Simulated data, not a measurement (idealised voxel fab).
The following is a process module called voxel trench capacitor.
Section shown: cut. Width: 145 nm. Cell size: 5 nm, square.
Notation: cross-section as square-cell grid; stated in bands, top first, going down; one or more cell rows per band.
A band entry consists of two parts. The first gives the height of the band's top and the height of its bottom, in nm. The rest lists the band's materials from left to right, each with its width in nm. A single material labelled with the word "edge to edge" fills the band from edge to edge, and the word "empty" marks empty space.
Zero point of the height axis is 0; under it, received wafer = one material. Lowest band: continues down indefinitely, "0..down".
You'd read "30->40" like this: the band's top row of cells is as wide as the first number, its bottom row is as wide as the second, and going down, every row changes width by the same amount as the row before did.
Where a step carries "left unchanged", the cross-section came out of it unchanged, cell for cell.
"Voids, fully enclosed" contains a list of empty spaces, each no smaller than 8 cells and without an open way to the top, written in the form width x height at distance with the distance from the left edge and all three in nm.
Heads up: the bit after the settings on a step's line is the simulator's remark on that step.
overlay nm: mask right of planned place by this much (step with mask). Neg. = left.
## The following list gives the planned process steps
1 RECEIVE with material Si
2 CONFORMAL_DEP with material SiN, thk nm 10
3 MASKED_ETCH with tone open, mask id TRENCH, width nm 30, pitch nm 45, etch materials SiN, depth nm 10, overlay nm 0
4 MASKED_ETCH with tone open, mask id TRENCH, width nm 30, pitch nm 45, etch materials Si, depth nm 25, overlay nm 0
5 CONFORMAL_DEP with material Al2O3, thk nm 5
6 CONFORMAL_DEP with material TiN, thk nm 5
7 FILL_DEP with material W, thk nm 10
8 CMP with height nm 10
## Step 1 complete: cross-section of the wafer as received
* 0..down = Si edge to edge
* Voids, fully enclosed: none
## One mistake in running the module, otherwise start and plan as above: cross-section at the end
* 10..0 = SiN: 35, Al2O3: 5, TiN: 5, W: 10, TiN: 5, Al2O3: 5, SiN: 15, Al2O3: 5, TiN: 5, W: 10, TiN: 5, Al2O3: 5, SiN: 35
* 0..-25 = Si: 35, Al2O3: 5, TiN: 5, W: 10, TiN: 5, Al2O3: 5, Si: 15, Al2O3: 5, TiN: 5, W: 10, TiN: 5, Al2O3: 5, Si: 35
* -25..-30 = Si: 35, Al2O3: 5, TiN: 20, Al2O3: 5, Si: 15, Al2O3: 5, TiN: 20, Al2O3: 5, Si: 35
* -30..-35 = Si: 35, Al2O3: 30, Si: 15, Al2O3: 30, Si: 35
* -35..down = Si edge to edge
* Voids, fully enclosed: none
In executing the process, a mistake was made relative to the plan: in deviation from the planned setting, step 4 was conducted as MASKED_ETCH with tone open, mask id TRENCH, width nm 30, pitch nm 45, etch materials Si, depth nm 35, overlay nm 0
